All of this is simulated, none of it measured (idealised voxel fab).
Module name: voxel gate over fins (process module)
Section shown: cut. Width: 285 nm. Cell size: 5 nm, square.
Throughout this document, each cross-section is represented as a grid of square cells and is presented as a sequence of bands enumerated from the top downward, where a band comprises one or more rows of cells. Band entry format. Leading values: height of top, height of bottom, nm. Remainder: materials in left-to-right order, each with its width in nm. Special words: "throughout" on a single material, which then fills the band edge to edge; "empty", empty space. Beneath 0, the wafer as received is one material, and that level is where height counting begins. The lowest band goes on downward without a bottom; it is written like "0 -> down". A width such as "30->40" changes by the same amount from each row of cells to the next, from the band's top row to its bottom row. "left unchanged" (step): cross-section cells unchanged, all of them. "Closed cavity list" lists enclosed empty spaces (at least 8 cells, no open path upward to the top), each as width x height at distance from the left edge, in nm. It should be noted that, on the line of a given step, the content following the step's settings is a remark produced by the simulator itself with respect to that step. The line of a step may include "overlay nm". On a step with a mask, this value is how far to the right of its planned place the mask lay. A negative value means the mask lay to the left.
List of planned process steps:
1,RECEIVE, material Si
2,CONFORMAL_DEP, material SiN, thk nm 10
3,MASKED_ETCH, tone cover, mask id FINS, width nm 15, pitch nm 35, etch materials SiN, depth nm 10, overlay nm 0
4,MASKED_ETCH, tone cover, mask id FINS, width nm 15, pitch nm 35, etch materials Si, depth nm 30, overlay nm 0
5,OXIDIZE, depth nm 5
6,FILL_DEP, material SiO2, thk nm 15
7,CMP, height nm 10
8,SELECTIVE_ETCH, etch materials SiO2, depth nm 25
9,STRIP, etch materials SiN
10,CONFORMAL_DEP, material HfO2, thk nm 5
11,CONFORMAL_DEP, material TiN, thk nm 5
12,CONFORMAL_DEP, material TiAl, thk nm 5
13,CONFORMAL_DEP, material TiN, thk nm 5
14,FILL_DEP, material W, thk nm 10
15,CMP, height nm 25
16,CONFORMAL_DEP, material SiN, thk nm 5
Here's what the wafer looked like in cross-section when it arrived - that's after step 1:
* 0 -> down = Si throughout
* Closed cavity list: none
The cross-section shown corresponds to the wafer at the conclusion of the module. The initial structure and the process plan are those presented above; however, one mistake occurred in executing the plan:
* 30 -> 25 = SiN throughout
* 25 -> 20 = W throughout
* 20 -> 15 = W=100  TiAl=80  W=105
* 15 -> 5 = W=100  TiAl=5  TiN=70  TiAl=5  W=105
* 5 -> 0 = TiAl=105  TiN=10  HfO2=15  TiN=20  HfO2=15  TiN=10  TiAl=110
* 0 -> -10 = TiN=115  HfO2=5  Si=5  HfO2=5  TiN=20  HfO2=5  Si=5  HfO2=5  TiN=120
* -10 -> -15 = HfO2=120  Si=5  HfO2=30  Si=5  HfO2=125
* -15 -> -35 = SiO2=120  Si=5  SiO2=30  Si=5  SiO2=125
* -35 -> down = Si throughout
* Closed cavity list: none
What was done differently from what was planned? steps 12 and 13 traded places in the executed sequence
